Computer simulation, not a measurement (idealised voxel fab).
Process module in this document: voxel released beams
The cross-section on display is named cut; it measures 215 nm wide, and its cells are 5 nm squares.
A cross-section in this document is a grid of square cells, and it is written down as bands, the top band listed before the ones below it; a band is made up of one or more rows of cells.
Top height, bottom height, nm. Materials left to right, width each, nm. Single material + "throughout" = fills band edge to edge. "air" = empty.
For the purposes of this specification, 0 denotes the height below which the wafer in its as-received condition is composed wholly of one material, and the lowermost band, lacking a lower limit, extends downward without end, as expressed in "0 down".
Per-row width for "30..40": begins at first number (top row of band), ends at second number (bottom row), increment between rows held constant.
A step reported as "nothing altered" is a step in which no cell of the cross-section changed.
Any empty space of 8 cells or more lacking an open way to the top shows up in "Sealed-off cavities" as width x height at distance, distance from the left edge, in nm.
That trailing text on a step's line, after the settings, is the simulator's own remark on the step.
overlay nm, on a step with a mask: how far to the right of its planned place the mask lay; to the left if negative

### Here's what the planned process steps look like
1,RECEIVE [material Si]
2,CONFORMAL_DEP [material SiN] [thk nm 10]
3,DIRECTIONAL_DEP [material SiO2] [thk nm 10]
4,DIRECTIONAL_DEP [material aC] [thk nm 10]
5,PATTERN [tone open] [mask id ANCHOR] [material resist] [width nm 35] [thk nm 25] [overlay nm 0]
6,DIRECTIONAL_ETCH [etch materials aC] [depth nm 10]
7,STRIP [etch materials resist]
8,DIRECTIONAL_ETCH [etch materials SiO2] [depth nm 10]
9,STRIP [etch materials aC]
10,CONFORMAL_DEP [material polySi] [thk nm 15]
11,DIRECTIONAL_DEP [material aC] [thk nm 10]
12,PATTERN [tone cover] [mask id BEAM] [material resist] [width nm 105] [thk nm 30] [overlay nm 0]
13,DIRECTIONAL_ETCH [etch materials aC] [depth nm 10]
14,STRIP [etch materials resist]
15,DIRECTIONAL_ETCH [etch materials polySi] [depth nm 15]
16,STRIP [etch materials aC]
17,STRIP [etch materials SiO2]

### The first of two wafers, run as planned

### Cross-section of the incoming wafer, state after step 1
	0 down = Si throughout
	Sealed-off cavities: none

### Cross-section: wafer state after step 2
	10 to 0 = SiN throughout
	Note: structure below 0 unchanged.

### Cross-section: wafer state after step 3
	20 to 10 = SiO2 throughout
	Note: structure below 10 unchanged.

### Cross-section: wafer state after step 4
	30 to 20 = aC throughout
	Note: structure below 20 unchanged.

### Cross-section: wafer state after step 5
	55 to 30 = resist 55 nm, air 35 nm, resist 125 nm
	Note: structure below 30 unchanged.

### Cross-section: wafer state after step 6
	45 to 30 = resist 55 nm, air 35 nm, resist 125 nm
	30 to 20 = aC 55 nm, air 35 nm, aC 125 nm
	Note: structure below 20 unchanged.

### Cross-section: wafer state after step 7
	30 to 20 = aC 55 nm, air 35 nm, aC 125 nm
	Note: structure below 20 unchanged.

### Cross-section: wafer state after step 8
	30 to 20 = aC 55 nm, air 35 nm, aC 125 nm
	20 to 10 = SiO2 55 nm, air 35 nm, SiO2 125 nm
	Note: structure below 10 unchanged.

### Cross-section: wafer state after step 9
	20 to 10 = SiO2 55 nm, air 35 nm, SiO2 125 nm
	Note: structure below 10 unchanged.

### Cross-section: wafer state after step 10
	35 to 25 = polySi 70 nm, air 5 nm, polySi 140 nm
	25 to 20 = polySi throughout
	20 to 10 = SiO2 55 nm, polySi 35 nm, SiO2 125 nm
	Note: structure below 10 unchanged.

### Cross-section: wafer state after step 11
	45 to 35 = aC 70 nm, air 5 nm, aC 140 nm
	35 to 25 = polySi 70 nm, aC 5 nm, polySi 140 nm
	Note: structure below 25 unchanged.

### Cross-section: wafer state after step 12
	75 to 45 = air 50 nm, resist 105 nm, air 60 nm
	45 to 35 = aC 70 nm, resist 5 nm, aC 140 nm
	Note: structure below 35 unchanged.

### Cross-section: wafer state after step 13
	65 to 45 = air 50 nm, resist 105 nm, air 60 nm
	45 to 35 = air 50 nm, aC 20 nm, resist 5 nm, aC 80 nm, air 60 nm
	Note: structure below 35 unchanged.

### Cross-section: wafer state after step 14
	45 to 35 = air 50 nm, aC 20 nm, air 5 nm, aC 80 nm, air 60 nm
	Note: structure below 35 unchanged.

### Cross-section: wafer state after step 15
	45 to 35 = air 50 nm, aC 20 nm, air 5 nm, aC 80 nm, air 60 nm
	35 to 25 = air 50 nm, polySi 20 nm, aC 5 nm, polySi 80 nm, air 60 nm
	25 to 20 = air 50 nm, polySi 105 nm, air 60 nm
	Note: structure below 20 unchanged.

### Cross-section: wafer state after step 16
	35 to 25 = air 50 nm, polySi 20 nm, air 5 nm, polySi 80 nm, air 60 nm
	Note: structure below 25 unchanged.

### Cross-section: wafer state after step 17
	35 to 25 = air 50 nm, polySi 20 nm, air 5 nm, polySi 80 nm, air 60 nm
	25 to 20 = air 50 nm, polySi 105 nm, air 60 nm
	20 to 10 = air 55 nm, polySi 35 nm, air 125 nm
	Note: structure below 10 unchanged.

### Second wafer, same starting state and plan as the first, one mistake in the run, identical through step 11

### Cross-section of the second wafer when, according to plan, step 12 should have finished
	75 to 45 = air 55 nm, resist 100 nm, air 60 nm
	45 to 35 = aC 70 nm, resist 5 nm, aC 140 nm
	Note: structure below 35 unchanged.

### Cross-section of the second wafer when, according to plan, step 13 should have finished
	65 to 45 = air 55 nm, resist 100 nm, air 60 nm
	45 to 35 = air 55 nm, aC 15 nm, resist 5 nm, aC 80 nm, air 60 nm
	Note: structure below 35 unchanged.

### Cross-section of the second wafer when, according to plan, step 14 should have finished
	45 to 35 = air 55 nm, aC 15 nm, air 5 nm, aC 80 nm, air 60 nm
	Note: structure below 35 unchanged.

### Cross-section of the second wafer when, according to plan, step 15 should have finished
	45 to 35 = air 55 nm, aC 15 nm, air 5 nm, aC 80 nm, air 60 nm
	35 to 25 = air 55 nm, polySi 15 nm, aC 5 nm, polySi 80 nm, air 60 nm
	25 to 20 = air 55 nm, polySi 100 nm, air 60 nm
	Note: structure below 20 unchanged.

### Cross-section of the second wafer when, according to plan, step 16 should have finished
	35 to 25 = air 55 nm, polySi 15 nm, air 5 nm, polySi 80 nm, air 60 nm
	Note: structure below 25 unchanged.

### Cross-section of the second wafer when, according to plan, step 17 should have finished
	35 to 25 = air 55 nm, polySi 15 nm, air 5 nm, polySi 80 nm, air 60 nm
	25 to 20 = air 55 nm, polySi 100 nm, air 60 nm
	20 to 10 = air 55 nm, polySi 35 nm, air 125 nm
	Note: structure below 10 unchanged.
Misprocessing identified: step 12 did not use the planned setting and instead ran as PATTERN [tone cover] [mask id BEAM] [material resist] [width nm 100] [thk nm 30] [overlay nm 0]
The second wafer ends with more or fewer cells of some materials than the first, per final count: polySi -3
